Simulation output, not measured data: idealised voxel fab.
Herein follows the process module entitled voxel transistor to metal.
The cross-section shown here is cut; it is 165 nm wide and divided into square cells measuring 5 nm on a side.
Cross-section format: a grid of square cells, given as bands from top to bottom; each band is one or more rows of cells.
Read a band's entry like this: the first values are the height of its top and the height of its bottom in nm, and what follows is the sequence of materials from left to right, each with its width in nm. Note that "empty" is empty space, and that a single material marked "edge to edge" reaches across the band from edge to edge.
Where do heights start? At 0: under that level the wafer as delivered is made of one material only. And the lowest band has no floor; it just carries on downward, as in "0 and below".
The expression "30->40" gives the width at the extremes of the band, the first number at its top row of cells and the second at its bottom row, with the width changing by equal amounts from each row to the next in between.
Step marked "remained unchanged"? Then no cell in the cross-section changed in it.
Empty spaces without an open route to the top, at least 8 cells in extent, make up the entry "Sealed cavities"; each is given as width x height at distance, where the distance is measured from the left edge, and all are in nm.
It should be noted that, on the line of a given step, the content following the step's settings is a remark produced by the simulator itself with respect to that step.
A step's line can hold "overlay nm"; with a mask on that step, the setting says how far right of the planned place the mask lay, while a negative setting says it lay to the left.

SET OUT BELOW ARE THE PLANNED STEPS OF THE PROCESS
1 RECEIVE | material Si
2 CONFORMAL_DEP | material SiO2 | thk nm 5
3 CONFORMAL_DEP | material SiN | thk nm 15
4 MASKED_ETCH | tone cover | mask id ACTIVE | width nm 105 | etch materials SiN | depth nm 15 | overlay nm 0
5 MASKED_ETCH | tone cover | mask id ACTIVE | width nm 105 | etch materials SiO2 | depth nm 5 | overlay nm 0
6 MASKED_ETCH | tone cover | mask id ACTIVE | width nm 105 | etch materials Si | depth nm 25 | overlay nm 0
7 FILL_DEP | material SiO2 | thk nm 15
8 CMP | height nm 20
9 SELECTIVE_ETCH | etch materials SiO2 | depth nm 10
10 STRIP | etch materials SiN
11 SELECTIVE_ETCH | etch materials SiO2 | depth nm 5
12 OXIDIZE | depth nm 5
13 DIRECTIONAL_DEP | material polySi | thk nm 20
14 DIRECTIONAL_DEP | material SiCN | thk nm 15
15 DIRECTIONAL_DEP | material aC | thk nm 10
16 PATTERN | tone cover | mask id GATE | material resist | width nm 35 | thk nm 25 | overlay nm 0
17 DIRECTIONAL_ETCH | etch materials aC | depth nm 10
18 STRIP | etch materials resist
19 DIRECTIONAL_ETCH | etch materials SiCN | depth nm 25
20 DIRECTIONAL_ETCH | etch materials polySi | depth nm 30
21 STRIP | etch materials aC
22 CONFORMAL_DEP | material SiO2 | thk nm 5
23 DIRECTIONAL_ETCH | etch materials SiO2 | depth nm 5
24 CONFORMAL_DEP | material SiN | thk nm 10
25 DIRECTIONAL_ETCH | etch materials SiN | depth nm 10
26 DIRECTIONAL_ETCH | etch materials SiO2 | depth nm 5
27 DIRECTIONAL_ETCH | etch materials Si | depth nm 5
28 EPI | material nSi | thk nm 10
29 FILL_DEP | material SiO2 | thk nm 10
30 CMP | height nm 20
31 STRIP | etch materials polySi
32 SELECTIVE_ETCH | etch materials SiO2 | depth nm 5
33 CONFORMAL_DEP | material HfO2 | thk nm 5
34 CONFORMAL_DEP | material TiN | thk nm 5
35 FILL_DEP | material W | thk nm 10
36 CMP | height nm 15
37 DIRECTIONAL_DEP | material SiO2 | thk nm 10
38 MASKED_ETCH | tone open | mask id CONTACT | width nm 15 | pitch nm 80 | etch materials SiO2 | depth nm 20 | overlay nm 0
39 CONFORMAL_DEP | material TiN | thk nm 5
40 FILL_DEP | material W | thk nm 5
41 CMP | height nm 25
42 CONFORMAL_DEP | material SiCN | thk nm 5
43 DIRECTIONAL_DEP | material SiO2 | thk nm 20
44 DIRECTIONAL_DEP | material aC | thk nm 10
45 PATTERN | tone open | mask id METAL_1 | material resist | width nm 15 | pitch nm 80 | thk nm 25 | overlay nm 0
46 DIRECTIONAL_ETCH | etch materials aC | depth nm 10
47 STRIP | etch materials resist
48 DIRECTIONAL_ETCH | etch materials SiO2 | depth nm 20
49 DIRECTIONAL_ETCH | etch materials SiCN | depth nm 5
50 STRIP | etch materials aC
51 CONFORMAL_DEP | material TiN | thk nm 5
52 FILL_DEP | material Cu | thk nm 10
53 CMP | height nm 50
54 CONFORMAL_DEP | material SiCN | thk nm 5
55 DIRECTIONAL_DEP | material lowk | thk nm 25
56 MASKED_ETCH | tone open | mask id METAL_2 | width nm 15 | pitch nm 80 | etch materials lowk | depth nm 15 | overlay nm 0
57 MASKED_ETCH | tone open | mask id METAL_2_HOLES | width nm 15 | pitch nm 80 | etch materials lowk | depth nm 10 | overlay nm 0
58 MASKED_ETCH | tone open | mask id METAL_2_HOLES | width nm 15 | pitch nm 80 | etch materials SiCN | depth nm 5 | overlay nm 0
59 CONFORMAL_DEP | material TiN | thk nm 5
60 FILL_DEP | material Ru | thk nm 5
61 CMP | height nm 80
62 CONFORMAL_DEP | material SiCN | thk nm 5

CROSS-SECTION, INCOMING MATERIAL, AFTER STEP 1
  0 and below | Si edge to edge
  Sealed cavities: none

STARTING STRUCTURE AND PROCESS PLAN ARE AS SHOWN ABOVE, BUT ONE MISTAKE WAS MADE IN RUNNING THE MODULE; THE WAFER CROSS-SECTION AT THE END OF THE MODULE FOLLOWS
  85 down to 80 | SiCN edge to edge
  80 down to 55 | lowk=35, TiN=5, Ru=5, TiN=5, lowk=65, TiN=5, Ru=5, TiN=5, lowk=35
  55 down to 50 | SiCN=35, TiN=15, SiCN=65, TiN=15, SiCN=35
  50 down to 30 | SiO2=35, TiN=5, Cu=5, TiN=5, SiO2=65, TiN=5, Cu=5, TiN=5, SiO2=35
  30 down to 25 | SiCN=35, TiN=15, SiCN=65, TiN=15, SiCN=35
  25 down to 15 | SiO2=35, TiN=5, W=5, TiN=5, SiO2=65, TiN=5, W=5, TiN=5, SiO2=35
  15 down to 10 | SiO2=35, TiN=5, W=5, TiN=5, SiN=10, TiN=5, HfO2=5, W=25, HfO2=5, TiN=5, SiN=10, TiN=5, W=5, TiN=5, SiO2=35
  10 down to 5 | SiO2=35, TiN=15, SiN=10, TiN=5, HfO2=5, W=25, HfO2=5, TiN=5, SiN=10, TiN=15, SiO2=35
  5 down to 0 | SiO2=30, SiN=10, nSi=10, SiN=10, TiN=5, HfO2=35, TiN=5, SiN=10, nSi=10, SiN=10, SiO2=30
  0 down to -5 | SiO2=40, nSi=10, SiO2=10, TiN=45, SiO2=10, nSi=10, SiO2=40
  -5 down to -10 | SiO2=30, Si=10, nSi=10, Si=65, nSi=10, Si=10, SiO2=30
  -10 down to -25 | SiO2=30, Si=105, SiO2=30
  -25 and below | Si edge to edge
  Sealed cavities: none
Error vs. plan: steps 33 and 34 of the plan were each performed in the slot designated for the other
